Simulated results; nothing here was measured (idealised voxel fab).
process module | voxel tone inversion
Xsec cut, 175 nm wide, square cell size 5 nm.
Format of a cross-section: grid, square cells. Given as bands. Order: top down. Band: one or more rows of cells. Basically the band line says how high the top is and how high the bottom is, in nm, and then what's in it from left to right, every material with its width in nm. Empty space shows up as "empty", and if a single material carries "everywhere" it runs the full band edge to edge. The level at which height equals 0 is the one under which the wafer, as it arrives, is entirely one material. No lower edge exists for the bottom band, which continues downward and is notated as in "0 nm and below". You'd read "30->40" like this: the band's top row of cells is as wide as the first number, its bottom row is as wide as the second, and going down, every row changes width by the same amount as the row before did. "no modification" means the step left every cell of the cross-section as it was. Reported under the label "Enclosed cavity list" are the empty spaces having no open way to the top and comprising 8 cells or more; the notation for each is width x height at distance, in which the distance is measured from the left edge and all three values are in nm. Past the settings on a step's line: simulator remark, on that step. overlay nm: step with mask; distance mask lay right of planned place; negative value = left of planned place.
Steps planned for the process
- 1: RECEIVE,material Si
- 2: CONFORMAL_DEP,material SiCN,thk nm 10
- 3: DIRECTIONAL_DEP,material polySi,thk nm 25
- 4: PATTERN,tone cover,mask id POSTS,material resist,width nm 25,pitch nm 50,thk nm 35,overlay nm 0
- 5: DIRECTIONAL_ETCH,etch materials polySi,depth nm 25
- 6: STRIP,etch materials resist
- 7: FILL_DEP,material SiO2,thk nm 10
- 8: CMP,height nm 35
- 9: STRIP,etch materials polySi
- 10: CONFORMAL_DEP,material TiN,thk nm 5
- 11: FILL_DEP,material Cu,thk nm 10
- 12: CMP,height nm 35
- 13: CONFORMAL_DEP,material SiCN,thk nm 5
Wafer at receipt (post step 1), cross-section
- 0 nm and below = Si everywhere
- Enclosed cavity list: none
As-planned run: cross-section of the first of two wafers at end of module
- 40 nm to 35 nm = SiCN everywhere
- 35 nm to 15 nm = 25 nm SiO2 | 5 nm TiN | 15 nm Cu | 5 nm TiN | 25 nm SiO2 | 5 nm TiN | 15 nm Cu | 5 nm TiN | 25 nm SiO2 | 5 nm TiN | 15 nm Cu | 5 nm TiN | 25 nm SiO2
- 15 nm to 10 nm = 25 nm SiO2 | 25 nm TiN | 25 nm SiO2 | 25 nm TiN | 25 nm SiO2 | 25 nm TiN | 25 nm SiO2
- 10 nm to 0 nm = SiCN everywhere
- 0 nm and below = Si everywhere
- Enclosed cavity list: none
Here's the second of our two wafers sectioned at module end. Same start as the first, same plan, but one mistake got made running it
- 40 nm to 35 nm = SiCN everywhere
- 35 nm to 30 nm = SiO2 everywhere
- 30 nm to 5 nm = 25 nm SiO2 | 25 nm polySi | 25 nm SiO2 | 25 nm polySi | 25 nm SiO2 | 25 nm polySi | 25 nm SiO2
- 5 nm to 0 nm = SiCN everywhere
- 0 nm and below = Si everywhere
- Enclosed cavity list: none
What was the processing mistake? step 2 ran with different settings than intended, the actual operation and settings being CONFORMAL_DEP,material SiCN,thk nm 5
The second wafer ends with more or fewer cells of some materials than the first, per final count: Cu -36; SiCN -35; SiO2 +35; TiN -39; polySi +75
